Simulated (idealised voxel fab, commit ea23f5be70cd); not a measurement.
process module | voxel gate over fins
cross-section cut | 165 nm wide | cells 5 nm
A cross-section is a grid of square cells, given in bands from the top down. A band is one or more rows of cells.
Each band's line starts with the height of the band's top and of its bottom, in nm. Then come its materials from left to right, each with its width in nm. One material with "throughout" fills the band from edge to edge. "air" is empty space.
Height 0 is the level under which the wafer as received is all one material. The lowest band goes on downwards, as in "0 down".
A width such as "30 to 40" changes by the same amount from each row of cells to the next, from the band's top row to its bottom row.
"no change" after a step means that no cell of the cross-section changed.
closed voids: empty space of 8 cells or more with no open way to the top, each as width x height at its distance from the left edge, in nm
after a step's settings: what the simulator itself notes on the step
overlay nm, on a step with a mask: how far to the right of its planned place the mask lay; to the left if negative
plan
1 op RECEIVE | material Si
2 op CONFORMAL_DEP | material SiN | thk nm 10
3 op MASKED_ETCH | tone cover | mask id FINS | width nm 15 | pitch nm 55 | etch materials SiN | depth nm 10 | overlay nm 0
4 op MASKED_ETCH | tone cover | mask id FINS | width nm 15 | pitch nm 55 | etch materials Si | depth nm 30 | overlay nm 0
5 op OXIDIZE | depth nm 5
6 op FILL_DEP | material SiO2 | thk nm 5
7 op CMP | height nm 10
8 op DIRECTIONAL_DEP | material aC | thk nm 10
9 op PATTERN | tone open | mask id RAIL | material resist | width nm 15 | thk nm 30 | overlay nm -15
10 op DIRECTIONAL_ETCH | etch materials aC | depth nm 10
11 op STRIP | etch materials resist
12 op DIRECTIONAL_ETCH | etch materials SiO2 | depth nm 35
13 op STRIP | etch materials aC
14 op CONFORMAL_DEP | material TiN | thk nm 5
15 op FILL_DEP | material W | thk nm 5
16 op CMP | height nm 10
17 op SELECTIVE_ETCH | etch materials W Ru TiN | depth nm 30
18 op FILL_DEP | material SiO2 | thk nm 5
19 op CMP | height nm 10
20 op SELECTIVE_ETCH | etch materials SiO2 | depth nm 20
21 op STRIP | etch materials SiN
22 op CONFORMAL_DEP | material HfO2 | thk nm 5
23 op CONFORMAL_DEP | material TiN | thk nm 5
24 op CONFORMAL_DEP | material TiAl | thk nm 5
25 op CONFORMAL_DEP | material TiN | thk nm 5
26 op FILL_DEP | material W | thk nm 10
27 op CMP | height nm 25
28 op CONFORMAL_DEP | material SiN | thk nm 10
varied across the wafers: overlay nm of step 9. The plan shows the first wafer's value. All wafers start alike
first wafer as received, after step 1
  0 down: Si throughout
  closed voids: none
each wafer at the end: cells of each material gained (+) or lost (-) since it was received, then its closed voids
overlay nm -15 | +41 HfO2 | -217 Si | +66 SiN | +153 SiO2 | +41 TiAl | +84 TiN | +63 W | closed voids: none
overlay nm -10 | +41 HfO2 | -217 Si | +66 SiN | +152 SiO2 | +41 TiAl | +85 TiN | +63 W | closed voids: none
overlay nm -5 | +41 HfO2 | -217 Si | +66 SiN | +152 SiO2 | +41 TiAl | +85 TiN | +63 W | closed voids: none
overlay nm 0 | +41 HfO2 | -217 Si | +66 SiN | +152 SiO2 | +41 TiAl | +85 TiN | +63 W | closed voids: none
overlay nm 5 | +41 HfO2 | -217 Si | +66 SiN | +152 SiO2 | +41 TiAl | +85 TiN | +63 W | closed voids: none
overlay nm 10 | +41 HfO2 | -217 Si | +66 SiN | +152 SiO2 | +41 TiAl | +85 TiN | +63 W | closed voids: none
overlay nm 15 | +41 HfO2 | -217 Si | +66 SiN | +152 SiO2 | +41 TiAl | +85 TiN | +63 W | closed voids: none
